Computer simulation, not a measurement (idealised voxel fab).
Process module name: voxel wiring stack
Cross-section cut spans 250 nm and uses square cells 5 nm in size.
A cross-section is a grid of square cells, given in bands from the top down. A band is one or more rows of cells. Band: top and bottom heights (nm) first, top before bottom; then materials from left to right, widths in nm. "full width" marks a sole material filling the band edge to edge. "empty" denotes empty space. We count height from 0. Below that, the starting wafer is all one material. The lowest band never ends at the bottom but goes on down; see "0 down" for how that is written. Top row gets the first number, bottom row gets the second, and each row in between changes by the same step: that is how a band width like "30->40" works. The cross-section has no changed cell in any step marked "nothing changed". Empty spaces counting at least 8 cells and having no open way to the top are listed in "Closed void listing". The notation width x height at distance is used for each, the distance being from the left edge and all three values in nm. On a step's line, text after the settings is the simulator commenting on that step. A step's line can hold "overlay nm"; with a mask on that step, the setting says how far right of the planned place the mask lay, while a negative setting says it lay to the left.
# The following list gives the planned process steps
1: RECEIVE with material Si
2: CONFORMAL_DEP with material SiO2, thk nm 10
3: DIRECTIONAL_DEP with material TiN, thk nm 5
4: DIRECTIONAL_DEP with material W, thk nm 15
5: DIRECTIONAL_DEP with material aC, thk nm 10
6: PATTERN with tone cover, mask id METAL_1, material resist, width nm 30, pitch nm 50, thk nm 25, overlay nm 0
7: DIRECTIONAL_ETCH with etch materials aC, depth nm 10
8: STRIP with etch materials resist
9: DIRECTIONAL_ETCH with etch materials W, depth nm 15
10: DIRECTIONAL_ETCH with etch materials TiN, depth nm 5
11: STRIP with etch materials aC
12: FILL_DEP with material lowk, thk nm 5
13: CMP with height nm 30
14: CONFORMAL_DEP with material SiCN, thk nm 5
15: DIRECTIONAL_DEP with material lowk, thk nm 25
16: DIRECTIONAL_DEP with material aC, thk nm 10
17: PATTERN with tone open, mask id METAL_2, material resist, width nm 30, pitch nm 50, thk nm 25, overlay nm 0
18: DIRECTIONAL_ETCH with etch materials aC, depth nm 10
19: STRIP with etch materials resist
20: DIRECTIONAL_ETCH with etch materials lowk, depth nm 15
21: STRIP with etch materials aC
22: MASKED_ETCH with tone open, mask id METAL_2_HOLES, width nm 15, pitch nm 50, etch materials lowk, depth nm 10, overlay nm 0
23: MASKED_ETCH with tone open, mask id METAL_2_HOLES, width nm 15, pitch nm 50, etch materials SiCN, depth nm 5, overlay nm 0
24: CONFORMAL_DEP with material TiN, thk nm 5
25: FILL_DEP with material Cu, thk nm 10
26: CMP with height nm 60
27: CONFORMAL_DEP with material SiCN, thk nm 5
28: DIRECTIONAL_DEP with material SiO2, thk nm 15
29: PATTERN with tone open, mask id PLUG_2, material resist, width nm 15, pitch nm 50, thk nm 15, overlay nm 0
30: DIRECTIONAL_ETCH with etch materials SiO2, depth nm 15
31: DIRECTIONAL_ETCH with etch materials SiCN, depth nm 5
32: STRIP with etch materials resist
33: EPI with material Ru, thk nm 10
34: EPI with material Ru, thk nm 10
35: DIRECTIONAL_DEP with material TiN, thk nm 5
36: DIRECTIONAL_DEP with material Ru, thk nm 25
37: MASKED_ETCH with tone cover, mask id METAL_3, width nm 30, pitch nm 50, etch materials Ru, depth nm 25, overlay nm 0
38: MASKED_ETCH with tone cover, mask id METAL_3, width nm 30, pitch nm 50, etch materials TiN, depth nm 5, overlay nm 0
39: CONFORMAL_DEP with material SiCN, thk nm 5
40: FILL_DEP with material lowk, thk nm 5
41: CMP with height nm 110
42: CONFORMAL_DEP with material SiCN, thk nm 5
# So this is the incoming wafer in cross-section - it's already been through step 1
0 down | Si full width
Closed void listing: none
# First of two wafers at the end of the module, shown in cross-section; run carried out as planned
115 to 110 | SiCN full width
110 to 85 | 55 lowk, 5 SiCN, 30 Ru, 5 SiCN, 10 lowk, 5 SiCN, 30 Ru, 5 SiCN, 10 lowk, 5 SiCN, 30 Ru, 5 SiCN, 55 lowk
85 to 80 | 60 SiCN, 30 TiN, 20 SiCN, 30 TiN, 20 SiCN, 30 TiN, 60 SiCN
80 to 65 | 60 SiO2, 15 Ru, 35 SiO2, 15 Ru, 35 SiO2, 15 Ru, 75 SiO2
65 to 60 | 60 SiCN, 15 Ru, 35 SiCN, 15 Ru, 35 SiCN, 15 Ru, 75 SiCN
60 to 50 | 60 lowk, 5 TiN, 20 Cu, 5 TiN, 20 lowk, 5 TiN, 20 Cu, 5 TiN, 20 lowk, 5 TiN, 20 Cu, 5 TiN, 60 lowk
50 to 45 | 60 lowk, 5 TiN, 5 Cu, 20 TiN, 20 lowk, 5 TiN, 5 Cu, 20 TiN, 20 lowk, 5 TiN, 5 Cu, 20 TiN, 60 lowk
45 to 35 | 60 lowk, 5 TiN, 5 Cu, 5 TiN, 35 lowk, 5 TiN, 5 Cu, 5 TiN, 35 lowk, 5 TiN, 5 Cu, 5 TiN, 75 lowk
35 to 30 | 60 SiCN, 15 TiN, 35 SiCN, 15 TiN, 35 SiCN, 15 TiN, 75 SiCN
30 to 15 | 60 lowk, 30 W, 20 lowk, 30 W, 20 lowk, 30 W, 60 lowk
15 to 10 | 60 lowk, 30 TiN, 20 lowk, 30 TiN, 20 lowk, 30 TiN, 60 lowk
10 to 0 | SiO2 full width
0 down | Si full width
Closed void listing: none
# Second wafer through the module, sectioned at the end: same beginning and same plan as the first wafer, with one mistake in carrying it out
115 to 110 | SiCN full width
110 to 85 | 55 lowk, 5 SiCN, 30 Ru, 5 SiCN, 10 lowk, 5 SiCN, 30 Ru, 5 SiCN, 10 lowk, 5 SiCN, 30 Ru, 5 SiCN, 55 lowk
85 to 80 | 60 SiCN, 30 TiN, 20 SiCN, 30 TiN, 20 SiCN, 30 TiN, 60 SiCN
80 to 65 | 60 SiO2, 15 Ru, 35 SiO2, 15 Ru, 35 SiO2, 15 Ru, 75 SiO2
65 to 60 | 60 SiCN, 15 Ru, 35 SiCN, 15 Ru, 35 SiCN, 15 Ru, 75 SiCN
60 to 50 | 60 lowk, 5 TiN, 20 Cu, 5 TiN, 20 lowk, 5 TiN, 20 Cu, 5 TiN, 20 lowk, 5 TiN, 20 Cu, 5 TiN, 60 lowk
50 to 45 | 60 lowk, 5 TiN, 5 Cu, 20 TiN, 20 lowk, 5 TiN, 5 Cu, 20 TiN, 20 lowk, 5 TiN, 5 Cu, 20 TiN, 60 lowk
45 to 35 | 60 lowk, 5 TiN, 5 Cu, 5 TiN, 35 lowk, 5 TiN, 5 Cu, 5 TiN, 35 lowk, 5 TiN, 5 Cu, 5 TiN, 75 lowk
35 to 30 | 60 SiCN, 15 TiN, 35 SiCN, 15 TiN, 35 SiCN, 15 TiN, 75 SiCN
30 to 25 | 60 lowk, 30 TiN, 20 lowk, 30 TiN, 20 lowk, 30 TiN, 60 lowk
25 to 10 | W full width
10 to 0 | SiO2 full width
0 down | Si full width
Closed void listing: none
Run error: plan vs actual: 3 and 4 interchanged
End check, counted in cells, second wafer has more or fewer of these materials than the first: W: 96 more; lowk: 96 fewer
